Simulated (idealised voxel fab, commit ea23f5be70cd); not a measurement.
Presented below is a process module, voxel tone inversion.
FYI the section here is cut, 230 nm wide, cells are 5 nm squares.
Cross-sections here: square-cell grids, written as top-down lists of bands, a band being one or more rows of cells. Heads up on the band format: heights come first, top then bottom, in nm. After that it's the materials left to right, each with its width in nm. A single material flagged "full width" fills the whole band edge to edge, and "air" means there's empty space there. The level at which height equals 0 is the one under which the wafer, as it arrives, is entirely one material. No lower edge exists for the bottom band, which continues downward and is notated as in "z 0 and below". When a width is written as two numbers, as in "30..40", the first number is the width in the top row of cells of the band and the second is the width in its bottom row, and the width changes by the same amount from each row to the next. Where the words "no alteration" appear for a step, the cross-section shows no cell changed by that step; every cell remained as before. In "Non-vented voids" the enclosed voids are listed, meaning empty spaces of 8 cells or larger without any opening to the top. The form is width x height at distance, distance from the left edge, units nm. after a step's settings: what the simulator itself notes on the step. A step line may carry the setting "overlay nm", which, for steps involving a mask, states the distance by which the mask lay to the right of its intended position; negative values denote displacement to the left.
**The planned process steps are enumerated hereunder**
| 1 | RECEIVE | material Si |
| 2 | CONFORMAL_DEP | material SiN | thk nm 5 |
| 3 | DIRECTIONAL_DEP | material aC | thk nm 5 |
| 4 | PATTERN | tone cover | mask id POSTS | material resist | width nm 25 | pitch nm 40 | thk nm 20 | overlay nm 0 |
| 5 | DIRECTIONAL_ETCH | etch materials aC | depth nm 15 |
| 6 | STRIP | etch materials resist |
| 7 | FILL_DEP | material lowk | thk nm 10 |
| 8 | CMP | height nm 20 |
| 9 | STRIP | etch materials aC |
| 10 | CONFORMAL_DEP | material TiN | thk nm 5 |
| 11 | FILL_DEP | material Ru | thk nm 5 |
| 12 | CMP | height nm 20 |
| 13 | CONFORMAL_DEP | material SiN | thk nm 5 |
Heads up: all these wafers start the same, and what changes between them is the thk nm in step 3. The value you see in the plan is just what the first wafer got.
**Cross-section of the first of several wafers as received (after step 1)**
- z 0 and below = Si full width
- Non-vented voids: none
**First of several wafers in cross-section at module end, following the final step, step 13**
- z 25 to 20 = SiN full width
- z 20 to 10 = lowk full width
- z 10 to 5 = 80 of lowk; 25 of aC; 15 of lowk; 25 of aC; 85 of lowk
- z 5 to 0 = SiN full width
- z 0 and below = Si full width
- Non-vented voids: none
**A cross-section through the last wafer at the close of the module**
- z 25 to 20 = SiN full width
- z 20 to 10 = 80 of lowk; 5 of TiN; 15 of Ru; 5 of TiN; 15 of lowk; 5 of TiN; 15 of Ru; 5 of TiN; 85 of lowk
- z 10 to 5 = 80 of lowk; 25 of TiN; 15 of lowk; 25 of TiN; 85 of lowk
- z 5 to 0 = SiN full width
- z 0 and below = Si full width
- Non-vented voids: none
**The following table contains a row per wafer, in which are reported, at the conclusion of the module, the cells of each material gained (+) or lost (-) since the wafer's receipt, with its closed voids given thereafter**
thk nm 5; +92 SiN; +10 aC; +128 lowk; Non-vented voids: none
thk nm 10; +92 SiN; +20 aC; +118 lowk; Non-vented voids: none
thk nm 15; +12 Ru; +92 SiN; +18 TiN; +108 lowk; Non-vented voids: none
